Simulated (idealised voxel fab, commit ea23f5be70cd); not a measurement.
This is a process module. Its name is voxel transistor to metal.
Cross-sectional view cut (width: 205 nm; square cell size: 5 nm).
Heads up, the way a cross-section reads in here is a grid of square cells, handed over as bands from the top down, with every band being one or more rows of cells.
Quick guide to a band line: top height, bottom height (nm) up front; then every material left to right with its width in nm. Only one material and it's marked "everywhere"? Then it fills the band edge to edge. And "air" just means empty space.
Heights from 0 (as-received wafer is one material below). Bottom band endless downward, as "0 down".
The width entry "30 to 40" should be interpreted row by row: the top row of cells in the band takes the first number, the bottom row takes the second number, and the change between adjacent rows is uniform throughout.
"stayed the same" for a step: no cell of the cross-section changed in that step.
So "Enclosed void listing" is basically the list of trapped voids: any empty space of 8 cells or more that can't reach the top through an opening. They're written width x height at distance, the distance being from the left edge, and it's all nm.
Note: text after step settings on the step line = simulator remark on that step.
"overlay nm" answers the question of how far to the right of plan the mask lay on a step that has a mask, and when it is negative the answer is to the left.
So the way this works: pairs, before and after one process step. The after picture only goes down to the lowest band that actually changed, nothing below. Step and its settings are under each pair. And watch out, pairs might come from different runs of this module, same starting wafer though, so a pair only follows on from the one above if its "Incoming profile" entry tells you so.
-- Incoming profile
- 15 to 10 | 75 air, then 10 SiN, then 35 air, then 10 SiN, then 75 air
- 10 to 0 | 75 SiO2, then 10 SiN, then 35 air, then 10 SiN, then 75 SiO2
- 0 to -5 | 65 SiO2, then 10 SiGe, then 10 SiN, then 35 air, then 10 SiN, then 10 SiGe, then 65 SiO2
- -5 to -10 | 65 SiO2, then 10 SiGe, then 5 SiO2, then 45 air, then 5 SiO2, then 10 SiGe, then 65 SiO2
- -10 to -20 | 50 SiO2, then 25 SiGe, then 55 Si, then 25 SiGe, then 50 SiO2
- -20 to -40 | 50 SiO2, then 105 Si, then 50 SiO2
- -40 down | Si everywhere
- Enclosed void listing: none
-- Post-Step Cross-Section
- 20 to 15 | 70 air, then 20 TiN, then 25 air, then 20 TiN, then 70 air
- 15 to 10 | 75 TiN, then 10 SiN, then 5 TiN, then 25 air, then 5 TiN, then 10 SiN, then 75 TiN
- 10 to 0 | 75 SiO2, then 10 SiN, then 5 TiN, then 25 air, then 5 TiN, then 10 SiN, then 75 SiO2
- 0 to -5 | 65 SiO2, then 10 SiGe, then 10 SiN, then 5 TiN, then 25 air, then 5 TiN, then 10 SiN, then 10 SiGe, then 65 SiO2
- -5 to -10 | 65 SiO2, then 10 SiGe, then 5 SiO2, then 45 TiN, then 5 SiO2, then 10 SiGe, then 65 SiO2
- Below -10, the layers are the same as they were.
- Enclosed void listing: none
Step between the pre-process and post-process cross-sections given above: CONFORMAL_DEP [material TiN] [thk nm 5]
Incoming profile: Please consult the pair immediately above; the cross-section it shows after its step is the state before this step.
-- Post-Step Cross-Section
- 25 to 20 | W everywhere
- 20 to 15 | 70 W, then 20 TiN, then 25 W, then 20 TiN, then 70 W
- 15 to 10 | 75 TiN, then 10 SiN, then 5 TiN, then 25 W, then 5 TiN, then 10 SiN, then 75 TiN
- 10 to 0 | 75 SiO2, then 10 SiN, then 5 TiN, then 25 W, then 5 TiN, then 10 SiN, then 75 SiO2
- 0 to -5 | 65 SiO2, then 10 SiGe, then 10 SiN, then 5 TiN, then 25 W, then 5 TiN, then 10 SiN, then 10 SiGe, then 65 SiO2
- Below -5, the layers are the same as they were.
- Enclosed void listing: none
Step between the pre-process and post-process cross-sections given above: FILL_DEP [material W] [thk nm 5]
Incoming profile: Please consult the pair immediately above; the cross-section it shows after its step is the state before this step.
-- Post-Step Cross-Section
- 10 to 0 | 75 SiO2, then 10 SiN, then 5 TiN, then 25 W, then 5 TiN, then 10 SiN, then 75 SiO2
- Below 0, the layers are the same as they were.
- Enclosed void listing: none
Step between the pre-process and post-process cross-sections given above: CMP [height nm 10]
Incoming profile: Please consult the pair immediately above; the cross-section it shows after its step is the state before this step.
-- Post-Step Cross-Section
- 20 to 10 | SiO2 everywhere
- Below 10, the layers are the same as they were.
- Enclosed void listing: none
Step between the pre-process and post-process cross-sections given above: DIRECTIONAL_DEP [material SiO2] [thk nm 10]
Incoming profile: Please consult the pair immediately above; the cross-section it shows after its step is the state before this step.
-- Post-Step Cross-Section
- 20 to 10 | 55 SiO2, then 15 air, then 65 SiO2, then 15 air, then 55 SiO2
- 10 to 0 | 55 SiO2, then 15 air, then 5 SiO2, then 10 SiN, then 5 TiN, then 25 W, then 5 TiN, then 10 SiN, then 5 SiO2, then 15 air, then 55 SiO2
- 0 to -5 | 55 SiO2, then 10 air, then 10 SiGe, then 10 SiN, then 5 TiN, then 25 W, then 5 TiN, then 10 SiN, then 10 SiGe, then 10 air, then 55 SiO2
- -5 to -10 | 55 SiO2, then 10 air, then 10 SiGe, then 5 SiO2, then 45 TiN, then 5 SiO2, then 10 SiGe, then 10 air, then 55 SiO2
- Below -10, the layers are the same as they were.
- Enclosed void listing: none
Step between the pre-process and post-process cross-sections given above: MASKED_ETCH [tone open] [mask id CONTACT] [width nm 15] [pitch nm 80] [etch materials SiO2] [depth nm 30] [overlay nm 0]
Incoming profile: Please consult the pair immediately above; the cross-section it shows after its step is the state before this step.
-- Post-Step Cross-Section
- 25 to 20 | 60 TiN, then 5 air, then 75 TiN, then 5 air, then 60 TiN
- 20 to 10 | 55 SiO2, then 5 TiN, then 5 air, then 5 TiN, then 65 SiO2, then 5 TiN, then 5 air, then 5 TiN, then 55 SiO2
- 10 to 5 | 55 SiO2, then 5 TiN, then 5 air, then 5 TiN, then 5 SiO2, then 10 SiN, then 5 TiN, then 25 W, then 5 TiN, then 10 SiN, then 5 SiO2, then 5 TiN, then 5 air, then 5 TiN, then 55 SiO2
- 5 to 0 | 55 SiO2, then 15 TiN, then 5 SiO2, then 10 SiN, then 5 TiN, then 25 W, then 5 TiN, then 10 SiN, then 5 SiO2, then 15 TiN, then 55 SiO2
- 0 to -5 | 55 SiO2, then 10 TiN, then 10 SiGe, then 10 SiN, then 5 TiN, then 25 W, then 5 TiN, then 10 SiN, then 10 SiGe, then 10 TiN, then 55 SiO2
- -5 to -10 | 55 SiO2, then 10 TiN, then 10 SiGe, then 5 SiO2, then 45 TiN, then 5 SiO2, then 10 SiGe, then 10 TiN, then 55 SiO2
- Below -10, the layers are the same as they were.
- Enclosed void listing: none
Step between the pre-process and post-process cross-sections given above: CONFORMAL_DEP [material TiN] [thk nm 5]
Incoming profile: Please consult the pair immediately above; the cross-section it shows after its step is the state before this step.
-- Post-Step Cross-Section
- 35 to 25 | W everywhere
- 25 to 20 | 60 TiN, then 5 W, then 75 TiN, then 5 W, then 60 TiN
- 20 to 10 | 55 SiO2, then 5 TiN, then 5 W, then 5 TiN, then 65 SiO2, then 5 TiN, then 5 W, then 5 TiN, then 55 SiO2
- 10 to 5 | 55 SiO2, then 5 TiN, then 5 W, then 5 TiN, then 5 SiO2, then 10 SiN, then 5 TiN, then 25 W, then 5 TiN, then 10 SiN, then 5 SiO2, then 5 TiN, then 5 W, then 5 TiN, then 55 SiO2
- Below 5, the layers are the same as they were.
- Enclosed void listing: none
Step between the pre-process and post-process cross-sections given above: FILL_DEP [material W] [thk nm 10]
Incoming profile: Please consult the pair immediately above; the cross-section it shows after its step is the state before this step.
-- Post-Step Cross-Section
- 20 to 10 | 55 SiO2, then 5 TiN, then 5 W, then 5 TiN, then 65 SiO2, then 5 TiN, then 5 W, then 5 TiN, then 55 SiO2
- Below 10, the layers are the same as they were.
- Enclosed void listing: none
Step between the pre-process and post-process cross-sections given above: CMP [height nm 20]
Incoming profile: Please consult the pair immediately above; the cross-section it shows after its step is the state before this step.
-- Post-Step Cross-Section
- 25 to 20 | SiCN everywhere
- Below 20, the layers are the same as they were.
- Enclosed void listing: none
Step between the pre-process and post-process cross-sections given above: CONFORMAL_DEP [material SiCN] [thk nm 5]
Incoming profile: Please consult the pair immediately above; the cross-section it shows after its step is the state before this step.
-- Post-Step Cross-Section
- 45 to 25 | SiO2 everywhere
- Below 25, the layers are the same as they were.
- Enclosed void listing: none
Step between the pre-process and post-process cross-sections given above: DIRECTIONAL_DEP [material SiO2] [thk nm 20]
Incoming profile: Please consult the pair immediately above; the cross-section it shows after its step is the state before this step.
-- Post-Step Cross-Section
- 60 to 45 | aC everywhere
- Below 45, the layers are the same as they were.
- Enclosed void listing: none
Step between the pre-process and post-process cross-sections given above: DIRECTIONAL_DEP [material aC] [thk nm 15]
Incoming profile: Please consult the pair immediately above; the cross-section it shows after its step is the state before this step.
-- Post-Step Cross-Section
- 90 to 60 | 55 resist, then 15 air, then 65 resist, then 15 air, then 55 resist
- Below 60, the layers are the same as they were.
- Enclosed void listing: none
Step between the pre-process and post-process cross-sections given above: PATTERN [tone open] [mask id METAL_1] [material resist] [width nm 15] [pitch nm 80] [thk nm 30] [overlay nm 0]
Incoming profile: Please consult the pair immediately above; the cross-section it shows after its step is the state before this step.
-- Post-Step Cross-Section
- 75 to 60 | 55 resist, then 15 air, then 65 resist, then 15 air, then 55 resist
- 60 to 45 | 55 aC, then 15 air, then 65 aC, then 15 air, then 55 aC
- Below 45, the layers are the same as they were.
- Enclosed void listing: none
Step between the pre-process and post-process cross-sections given above: DIRECTIONAL_ETCH [etch materials aC] [depth nm 15]
Incoming profile: Please consult the pair immediately above; the cross-section it shows after its step is the state before this step.
-- Post-Step Cross-Section
- 60 to 45 | 55 aC, then 15 air, then 65 aC, then 15 air, then 55 aC
- Below 45, the layers are the same as they were.
- Enclosed void listing: none
Step between the pre-process and post-process cross-sections given above: STRIP [etch materials resist]
Incoming profile: Please consult the pair immediately above; the cross-section it shows after its step is the state before this step.
-- Post-Step Cross-Section
- 60 to 45 | 55 aC, then 15 air, then 65 aC, then 15 air, then 55 aC
- 45 to 25 | 55 SiO2, then 15 air, then 65 SiO2, then 15 air, then 55 SiO2
- Below 25, the layers are the same as they were.
- Enclosed void listing: none
Step between the pre-process and post-process cross-sections given above: DIRECTIONAL_ETCH [etch materials SiO2] [depth nm 20]
Incoming profile: Please consult the pair immediately above; the cross-section it shows after its step is the state before this step.
-- Post-Step Cross-Section
- 60 to 45 | 55 aC, then 15 air, then 65 aC, then 15 air, then 55 aC
- 45 to 25 | 55 SiO2, then 15 air, then 65 SiO2, then 15 air, then 55 SiO2
- 25 to 20 | 55 SiCN, then 15 air, then 65 SiCN, then 15 air, then 55 SiCN
- Below 20, the layers are the same as they were.
- Enclosed void listing: none
Step between the pre-process and post-process cross-sections given above: DIRECTIONAL_ETCH [etch materials SiCN] [depth nm 5]
Incoming profile: Please consult the pair immediately above; the cross-section it shows after its step is the state before this step.
-- Post-Step Cross-Section
- 45 to 25 | 55 SiO2, then 15 air, then 65 SiO2, then 15 air, then 55 SiO2
- Below 25, the layers are the same as they were.
- Enclosed void listing: none
Step between the pre-process and post-process cross-sections given above: STRIP [etch materials aC]
Incoming profile: Please consult the pair immediately above; the cross-section it shows after its step is the state before this step.
-- Post-Step Cross-Section
- 50 to 45 | 60 TiN, then 5 air, then 75 TiN, then 5 air, then 60 TiN
- 45 to 25 | 55 SiO2, then 5 TiN, then 5 air, then 5 TiN, then 65 SiO2, then 5 TiN, then 5 air, then 5 TiN, then 55 SiO2
- 25 to 20 | 55 SiCN, then 15 TiN, then 65 SiCN, then 15 TiN, then 55 SiCN
- Below 20, the layers are the same as they were.
- Enclosed void listing: none
Step between the pre-process and post-process cross-sections given above: CONFORMAL_DEP [material TiN] [thk nm 5]
Incoming profile: Please consult the pair immediately above; the cross-section it shows after its step is the state before this step.
-- Post-Step Cross-Section
- 55 to 50 | W everywhere
- 50 to 45 | 60 TiN, then 5 W, then 75 TiN, then 5 W, then 60 TiN
- 45 to 25 | 55 SiO2, then 5 TiN, then 5 W, then 5 TiN, then 65 SiO2, then 5 TiN, then 5 W, then 5 TiN, then 55 SiO2
- Below 25, the layers are the same as they were.
- Enclosed void listing: none
Step between the pre-process and post-process cross-sections given above: FILL_DEP [material W] [thk nm 5]
Incoming profile: Please consult the pair immediately above; the cross-section it shows after its step is the state before this step.
-- Post-Step Cross-Section
- 45 to 25 | 55 SiO2, then 5 TiN, then 5 W, then 5 TiN, then 65 SiO2, then 5 TiN, then 5 W, then 5 TiN, then 55 SiO2
- Below 25, the layers are the same as they were.
- Enclosed void listing: none
Step between the pre-process and post-process cross-sections given above: CMP [height nm 45]
Incoming profile: Please consult the pair immediately above; the cross-section it shows after its step is the state before this step.
-- Post-Step Cross-Section
- 50 to 45 | 50 air, then 25 Ru, then 55 air, then 25 Ru, then 50 air
- Below 45, the layers are the same as they were.
- Enclosed void listing: none
Step between the pre-process and post-process cross-sections given above: EPI [material Ru] [thk nm 5]
Incoming profile: Please consult the pair immediately above; the cross-section it shows after its step is the state before this step.
-- Post-Step Cross-Section
- 55 to 50 | SiCN everywhere
- 50 to 45 | 50 SiCN, then 25 Ru, then 55 SiCN, then 25 Ru, then 50 SiCN
- Below 45, the layers are the same as they were.
- Enclosed void listing: none
Step between the pre-process and post-process cross-sections given above: FILL_DEP [material SiCN] [thk nm 5]
Incoming profile: Please consult the pair immediately above; the cross-section it shows after its step is the state before this step.
-- Post-Step Cross-Section
- 80 to 55 | SiO2 everywhere
- Below 55, the layers are the same as they were.
- Enclosed void listing: none
Step between the pre-process and post-process cross-sections given above: DIRECTIONAL_DEP [material SiO2] [thk nm 25]
Incoming profile: Please consult the pair immediately above; the cross-section it shows after its step is the state before this step.
-- Post-Step Cross-Section
- 95 to 80 | aC everywhere
- Below 80, the layers are the same as they were.
- Enclosed void listing: none
Step between the pre-process and post-process cross-sections given above: DIRECTIONAL_DEP [material aC] [thk nm 15]
Incoming profile: Please consult the pair immediately above; the cross-section it shows after its step is the state before this step.
-- Post-Step Cross-Section
- 130 to 95 | 55 resist, then 15 air, then 65 resist, then 15 air, then 55 resist
- Below 95, the layers are the same as they were.
- Enclosed void listing: none
Step between the pre-process and post-process cross-sections given above: PATTERN [tone open] [mask id METAL_2] [material resist] [width nm 15] [pitch nm 80] [thk nm 35] [overlay nm 0]
Incoming profile: Please consult the pair immediately above; the cross-section it shows after its step is the state before this step.
-- Post-Step Cross-Section
- 115 to 95 | 55 resist, then 15 air, then 65 resist, then 15 air, then 55 resist
- 95 to 80 | 55 aC, then 15 air, then 65 aC, then 15 air, then 55 aC
- Below 80, the layers are the same as they were.
- Enclosed void listing: none
Step between the pre-process and post-process cross-sections given above: DIRECTIONAL_ETCH [etch materials aC] [depth nm 15]
Incoming profile: Please consult the pair immediately above; the cross-section it shows after its step is the state before this step.
-- Post-Step Cross-Section
- 95 to 80 | 55 aC, then 15 air, then 65 aC, then 15 air, then 55 aC
- Below 80, the layers are the same as they were.
- Enclosed void listing: none
Step between the pre-process and post-process cross-sections given above: STRIP [etch materials resist]
Incoming profile: Please consult the pair immediately above; the cross-section it shows after its step is the state before this step.
-- Post-Step Cross-Section
- 95 to 80 | 55 aC, then 15 air, then 65 aC, then 15 air, then 55 aC
- 80 to 65 | 55 SiO2, then 15 air, then 65 SiO2, then 15 air, then 55 SiO2
- Below 65, the layers are the same as they were.
- Enclosed void listing: none
Step between the pre-process and post-process cross-sections given above: DIRECTIONAL_ETCH [etch materials SiO2] [depth nm 15]
Incoming profile: Please consult the pair immediately above; the cross-section it shows after its step is the state before this step.
-- Post-Step Cross-Section
- 80 to 65 | 55 SiO2, then 15 air, then 65 SiO2, then 15 air, then 55 SiO2
- Below 65, the layers are the same as they were.
- Enclosed void listing: none
Step between the pre-process and post-process cross-sections given above: STRIP [etch materials aC]
Incoming profile: Please consult the pair immediately above; the cross-section it shows after its step is the state before this step.
-- Post-Step Cross-Section
- 100 to 80 | 55 resist, then 15 air, then 65 resist, then 15 air, then 55 resist
- Below 80, the layers are the same as they were.
- Enclosed void listing: none
Step between the pre-process and post-process cross-sections given above: PATTERN [tone open] [mask id METAL_2_HOLES] [material resist] [width nm 15] [pitch nm 80] [thk nm 20] [overlay nm 0]
Incoming profile: Please consult the pair immediately above; the cross-section it shows after its step is the state before this step.
-- Post-Step Cross-Section
- 100 to 80 | 55 resist, then 15 air, then 65 resist, then 15 air, then 55 resist
- 80 to 55 | 55 SiO2, then 15 air, then 65 SiO2, then 15 air, then 55 SiO2
- Below 55, the layers are the same as they were.
- Enclosed void listing: none
Step between the pre-process and post-process cross-sections given above: DIRECTIONAL_ETCH [etch materials SiO2] [depth nm 10]
Incoming profile: Please consult the pair immediately above; the cross-section it shows after its step is the state before this step.
-- Post-Step Cross-Section
- 100 to 80 | 55 resist, then 15 air, then 65 resist, then 15 air, then 55 resist
- 80 to 55 | 55 SiO2, then 15 air, then 65 SiO2, then 15 air, then 55 SiO2
- 55 to 50 | 55 SiCN, then 15 air, then 65 SiCN, then 15 air, then 55 SiCN
- Below 50, the layers are the same as they were.
- Enclosed void listing: none
Step between the pre-process and post-process cross-sections given above: DIRECTIONAL_ETCH [etch materials SiCN] [depth nm 5]
Incoming profile: Please consult the pair immediately above; the cross-section it shows after its step is the state before this step.
-- Post-Step Cross-Section
- 80 to 55 | 55 SiO2, then 15 air, then 65 SiO2, then 15 air, then 55 SiO2
- Below 55, the layers are the same as they were.
- Enclosed void listing: none
Step between the pre-process and post-process cross-sections given above: STRIP [etch materials resist]
Incoming profile: Please consult the pair immediately above; the cross-section it shows after its step is the state before this step.
-- Post-Step Cross-Section
- 85 to 80 | 60 TiN, then 5 air, then 75 TiN, then 5 air, then 60 TiN
- 80 to 55 | 55 SiO2, then 5 TiN, then 5 air, then 5 TiN, then 65 SiO2, then 5 TiN, then 5 air, then 5 TiN, then 55 SiO2
- 55 to 50 | 55 SiCN, then 15 TiN, then 65 SiCN, then 15 TiN, then 55 SiCN
- Below 50, the layers are the same as they were.
- Enclosed void listing: none
Step between the pre-process and post-process cross-sections given above: CONFORMAL_DEP [material TiN] [thk nm 5]
Incoming profile: Please consult the pair immediately above; the cross-section it shows after its step is the state before this step.
-- Post-Step Cross-Section
- 90 to 85 | Ru everywhere
- 85 to 80 | 60 TiN, then 5 Ru, then 75 TiN, then 5 Ru, then 60 TiN
- 80 to 55 | 55 SiO2, then 5 TiN, then 5 Ru, then 5 TiN, then 65 SiO2, then 5 TiN, then 5 Ru, then 5 TiN, then 55 SiO2
- Below 55, the layers are the same as they were.
- Enclosed void listing: none
Step between the pre-process and post-process cross-sections given above: FILL_DEP [material Ru] [thk nm 5]
Incoming profile: Please consult the pair immediately above; the cross-section it shows after its step is the state before this step.
-- Post-Step Cross-Section
- 80 to 55 | 55 SiO2, then 5 TiN, then 5 Ru, then 5 TiN, then 65 SiO2, then 5 TiN, then 5 Ru, then 5 TiN, then 55 SiO2
- Below 55, the layers are the same as they were.
- Enclosed void listing: none
Step between the pre-process and post-process cross-sections given above: CMP [height nm 80]
Incoming profile: Please consult the pair immediately above; the cross-section it shows after its step is the state before this step.
-- Post-Step Cross-Section
- 85 to 80 | SiCN everywhere
- Below 80, the layers are the same as they were.
- Enclosed void listing: none
Step between the pre-process and post-process cross-sections given above: CONFORMAL_DEP [material SiCN] [thk nm 5]
-- Incoming profile
- 15 to 0 | 50 air, then 105 SiN, then 50 air
- 0 to -5 | SiO2 everywhere
- -5 to -40 | 50 SiO2, then 105 Si, then 50 SiO2
- -40 down | Si everywhere
- Enclosed void listing: none
-- Post-Step Cross-Section
- 15 to 0 | 50 air, then 105 SiN, then 50 air
- 0 to -5 | 65 air, then 75 SiO2, then 65 air
- -5 to -15 | 50 air, then 105 Si, then 50 air
- Below -15, the layers are the same as they were.
- Enclosed void listing: none
Step between the pre-process and post-process cross-sections given above: SELECTIVE_ETCH [etch materials SiO2] [depth nm 15]
Incoming profile: Please consult the pair immediately above; the cross-section it shows after its step is the state before this step.
-- Post-Step Cross-Section
- 0 to -5 | 65 air, then 75 SiO2, then 65 air
- Below -5, the layers are the same as they were.
- Enclosed void listing: none
Step between the pre-process and post-process cross-sections given above: STRIP [etch materials SiN]
Incoming profile: Please consult the pair immediately above; the cross-section it shows after its step is the state before this step.
-- Post-Step Cross-Section
- -5 to -20 | 50 air, then 105 Si, then 50 air
- Below -20, the layers are the same as they were.
- Enclosed void listing: none
Step between the pre-process and post-process cross-sections given above: SELECTIVE_ETCH [etch materials SiO2] [depth nm 5]
Incoming profile: Please consult the pair immediately above; the cross-section it shows after its step is the state before this step.
-- Post-Step Cross-Section
- -5 to -10 | 50 air, then 105 SiO2, then 50 air
- -10 to -20 | 50 air, then 5 SiO2, then 95 Si, then 5 SiO2, then 50 air
- -20 to -25 | 55 SiO2, then 95 Si, then 55 SiO2
- Below -25, the layers are the same as they were.
- Enclosed void listing: none
Step between the pre-process and post-process cross-sections given above: OXIDIZE [depth nm 5]
Incoming profile: Please consult the pair immediately above; the cross-section it shows after its step is the state before this step.
-- Post-Step Cross-Section
- 15 to 0 | 50 air, then 105 polySi, then 50 air
- 0 to -5 | polySi everywhere
- -5 to -10 | 50 polySi, then 105 SiO2, then 50 polySi
- -10 to -20 | 50 polySi, then 5 SiO2, then 95 Si, then 5 SiO2, then 50 polySi
- Below -20, the layers are the same as they were.
- Enclosed void listing: none
Step between the pre-process and post-process cross-sections given above: DIRECTIONAL_DEP [material polySi] [thk nm 20]
Incoming profile: Please consult the pair immediately above; the cross-section it shows after its step is the state before this step.
-- Post-Step Cross-Section
- 30 to 15 | 50 air, then 105 SiCN, then 50 air
- 15 to 0 | 50 SiCN, then 105 polySi, then 50 SiCN
- Below 0, the layers are the same as they were.
- Enclosed void listing: none
Step between the pre-process and post-process cross-sections given above: DIRECTIONAL_DEP [material SiCN] [thk nm 15]
Incoming profile: Please consult the pair immediately above; the cross-section it shows after its step is the state before this step.
-- Post-Step Cross-Section
- 30 to 15 | 85 air, then 35 SiCN, then 85 air
- 15 to 0 | 50 air, then 105 polySi, then 50 air
- Below 0, the layers are the same as they were.
- Enclosed void listing: none
Step between the pre-process and post-process cross-sections given above: MASKED_ETCH [tone cover] [mask id GATE] [width nm 35] [etch materials SiCN] [depth nm 25] [overlay nm 0]
Incoming profile: Please consult the pair immediately above; the cross-section it shows after its step is the state before this step.
-- Post-Step Cross-Section
- 30 to 15 | 85 air, then 35 SiCN, then 85 air
- 15 to -5 | 85 air, then 35 polySi, then 85 air
- -5 to -10 | 50 air, then 105 SiO2, then 50 air
- -10 to -20 | 50 air, then 5 SiO2, then 95 Si, then 5 SiO2, then 50 air
- Below -20, the layers are the same as they were.
- Enclosed void listing: none
Step between the pre-process and post-process cross-sections given above: MASKED_ETCH [tone cover] [mask id GATE] [width nm 35] [etch materials polySi] [depth nm 30] [overlay nm 0]
Incoming profile: Please consult the pair immediately above; the cross-section it shows after its step is the state before this step.
-- Post-Step Cross-Section
- 40 to 30 | 75 air, then 55 SiN, then 75 air
- 30 to 15 | 75 air, then 10 SiN, then 35 SiCN, then 10 SiN, then 75 air
- 15 to 5 | 75 air, then 10 SiN, then 35 polySi, then 10 SiN, then 75 air
- 5 to -5 | 40 air, then 45 SiN, then 35 polySi, then 45 SiN, then 40 air
- -5 to -10 | 40 air, then 10 SiN, then 105 SiO2, then 10 SiN, then 40 air
- -10 to -20 | 50 SiN, then 5 SiO2, then 95 Si, then 5 SiO2, then 50 SiN
- Below -20, the layers are the same as they were.
- Enclosed void listing: none
Step between the pre-process and post-process cross-sections given above: CONFORMAL_DEP [material SiN] [thk nm 10]
Incoming profile: Please consult the pair immediately above; the cross-section it shows after its step is the state before this step.
-- Post-Step Cross-Section
- 30 to 15 | 75 air, then 10 SiN, then 35 SiCN, then 10 SiN, then 75 air
- 15 to -5 | 75 air, then 10 SiN, then 35 polySi, then 10 SiN, then 75 air
- -5 to -10 | 40 air, then 10 SiN, then 105 SiO2, then 10 SiN, then 40 air
- -10 to -20 | 40 air, then 10 SiN, then 5 SiO2, then 95 Si, then 5 SiO2, then 10 SiN, then 40 air
- Below -20, the layers are the same as they were.
- Enclosed void listing: none
Step between the pre-process and post-process cross-sections given above: DIRECTIONAL_ETCH [etch materials SiN] [depth nm 10]
Incoming profile: Please consult the pair immediately above; the cross-section it shows after its step is the state before this step.
-- Post-Step Cross-Section
- 30 to 15 | 75 air, then 10 SiN, then 35 SiCN, then 10 SiN, then 75 air
- 15 to -5 | 75 air, then 10 SiN, then 35 polySi, then 10 SiN, then 75 air
- -5 to -10 | 40 air, then 10 SiN, then 25 air, then 55 SiO2, then 25 air, then 10 SiN, then 40 air
- -10 to -20 | 40 air, then 10 SiN, then 5 SiO2, then 95 Si, then 5 SiO2, then 10 SiN, then 40 air
- -20 to -25 | 40 air, then 15 SiO2, then 95 Si, then 15 SiO2, then 40 air
- Below -25, the layers are the same as they were.
- Enclosed void listing: none
Step between the pre-process and post-process cross-sections given above: DIRECTIONAL_ETCH [etch materials SiO2] [depth nm 5]
Incoming profile: Please consult the pair immediately above; the cross-section it shows after its step is the state before this step.
-- Post-Step Cross-Section
- 30 to 15 | 75 air, then 10 SiN, then 35 SiCN, then 10 SiN, then 75 air
- 15 to -5 | 75 air, then 10 SiN, then 35 polySi, then 10 SiN, then 75 air
- -5 to -10 | 40 air, then 10 SiN, then 25 air, then 55 SiO2, then 25 air, then 10 SiN, then 40 air
- -10 to -20 | 40 air, then 10 SiN, then 5 SiO2, then 20 air, then 55 Si, then 20 air, then 5 SiO2, then 10 SiN, then 40 air
- Below -20, the layers are the same as they were.
- Enclosed void listing: none
Step between the pre-process and post-process cross-sections given above: DIRECTIONAL_ETCH [etch materials Si] [depth nm 10]
Incoming profile: Please consult the pair immediately above; the cross-section it shows after its step is the state before this step.
-- Post-Step Cross-Section
- 30 to 15 | 75 air, then 10 SiN, then 35 SiCN, then 10 SiN, then 75 air
- 15 to 0 | 75 air, then 10 SiN, then 35 polySi, then 10 SiN, then 75 air
- 0 to -5 | 65 air, then 10 SiGe, then 10 SiN, then 35 polySi, then 10 SiN, then 10 SiGe, then 65 air
- -5 to -10 | 40 air, then 10 SiN, then 15 air, then 10 SiGe, then 55 SiO2, then 10 SiGe, then 15 air, then 10 SiN, then 40 air
- -10 to -20 | 40 air, then 10 SiN, then 5 SiO2, then 20 SiGe, then 55 Si, then 20 SiGe, then 5 SiO2, then 10 SiN, then 40 air
- Below -20, the layers are the same as they were.
- Enclosed void listing: none
Step between the pre-process and post-process cross-sections given above: EPI [material SiGe] [thk nm 10]
Incoming profile: Please consult the pair immediately above; the cross-section it shows after its step is the state before this step.
-- Post-Step Cross-Section
- 35 to 30 | SiO2 everywhere
- 30 to 15 | 75 SiO2, then 10 SiN, then 35 SiCN, then 10 SiN, then 75 SiO2
- 15 to 0 | 75 SiO2, then 10 SiN, then 35 polySi, then 10 SiN, then 75 SiO2
- 0 to -5 | 65 SiO2, then 10 SiGe, then 10 SiN, then 35 polySi, then 10 SiN, then 10 SiGe, then 65 SiO2
- -5 to -10 | 40 SiO2, then 10 SiN, then 15 SiO2, then 10 SiGe, then 55 SiO2, then 10 SiGe, then 15 SiO2, then 10 SiN, then 40 SiO2
- -10 to -20 | 40 SiO2, then 10 SiN, then 5 SiO2, then 20 SiGe, then 55 Si, then 20 SiGe, then 5 SiO2, then 10 SiN, then 40 SiO2
- -20 to -25 | 55 SiO2, then 95 Si, then 55 SiO2
- Below -25, the layers are the same as they were.
- Enclosed void listing: none
Step between the pre-process and post-process cross-sections given above: FILL_DEP [material SiO2] [thk nm 5]
Incoming profile: Please consult the pair immediately above; the cross-section it shows after its step is the state before this step.
-- Post-Step Cross-Section
- 15 to 0 | 75 SiO2, then 10 SiN, then 35 polySi, then 10 SiN, then 75 SiO2
- Below 0, the layers are the same as they were.
- Enclosed void listing: none
Step between the pre-process and post-process cross-sections given above: CMP [height nm 15]
Incoming profile: Please consult the pair immediately above; the cross-section it shows after its step is the state before this step.
-- Post-Step Cross-Section
- 15 to 0 | 75 SiO2, then 10 SiN, then 35 air, then 10 SiN, then 75 SiO2
- 0 to -5 | 65 SiO2, then 10 SiGe, then 10 SiN, then 35 air, then 10 SiN, then 10 SiGe, then 65 SiO2
- Below -5, the layers are the same as they were.
- Enclosed void listing: none
Step between the pre-process and post-process cross-sections given above: STRIP [etch materials polySi]
Incoming profile: Please consult the pair immediately above; the cross-section it shows after its step is the state before this step.
-- Post-Step Cross-Section
- 15 to 10 | 75 air, then 10 SiN, then 35 air, then 10 SiN, then 75 air
- 10 to 0 | 75 SiO2, then 10 SiN, then 35 air, then 10 SiN, then 75 SiO2
- 0 to -5 | 65 SiO2, then 10 SiGe, then 10 SiN, then 35 air, then 10 SiN, then 10 SiGe, then 65 SiO2
- -5 to -10 | 40 SiO2, then 10 SiN, then 15 SiO2, then 10 SiGe, then 5 SiO2, then 45 air, then 5 SiO2, then 10 SiGe, then 15 SiO2, then 10 SiN, then 40 SiO2
- Below -10, the layers are the same as they were.
- Enclosed void listing: none
Step between the pre-process and post-process cross-sections given above: SELECTIVE_ETCH [etch materials SiO2] [depth nm 5]
Incoming profile: Please consult the pair immediately above; the cross-section it shows after its step is the state before this step.
-- Post-Step Cross-Section
- 20 to 15 | 70 air, then 20 HfO2, then 25 air, then 20 HfO2, then 70 air
- 15 to 10 | 75 HfO2, then 10 SiN, then 5 HfO2, then 25 air, then 5 HfO2, then 10 SiN, then 75 HfO2
- 10 to 0 | 75 SiO2, then 10 SiN, then 5 HfO2, then 25 air, then 5 HfO2, then 10 SiN, then 75 SiO2
- 0 to -5 | 65 SiO2, then 10 SiGe, then 10 SiN, then 5 HfO2, then 25 air, then 5 HfO2, then 10 SiN, then 10 SiGe, then 65 SiO2
- -5 to -10 | 40 SiO2, then 10 SiN, then 15 SiO2, then 10 SiGe, then 5 SiO2, then 45 HfO2, then 5 SiO2, then 10 SiGe, then 15 SiO2, then 10 SiN, then 40 SiO2
- Below -10, the layers are the same as they were.
- Enclosed void listing: none
Step between the pre-process and post-process cross-sections given above: CONFORMAL_DEP [material HfO2] [thk nm 5]
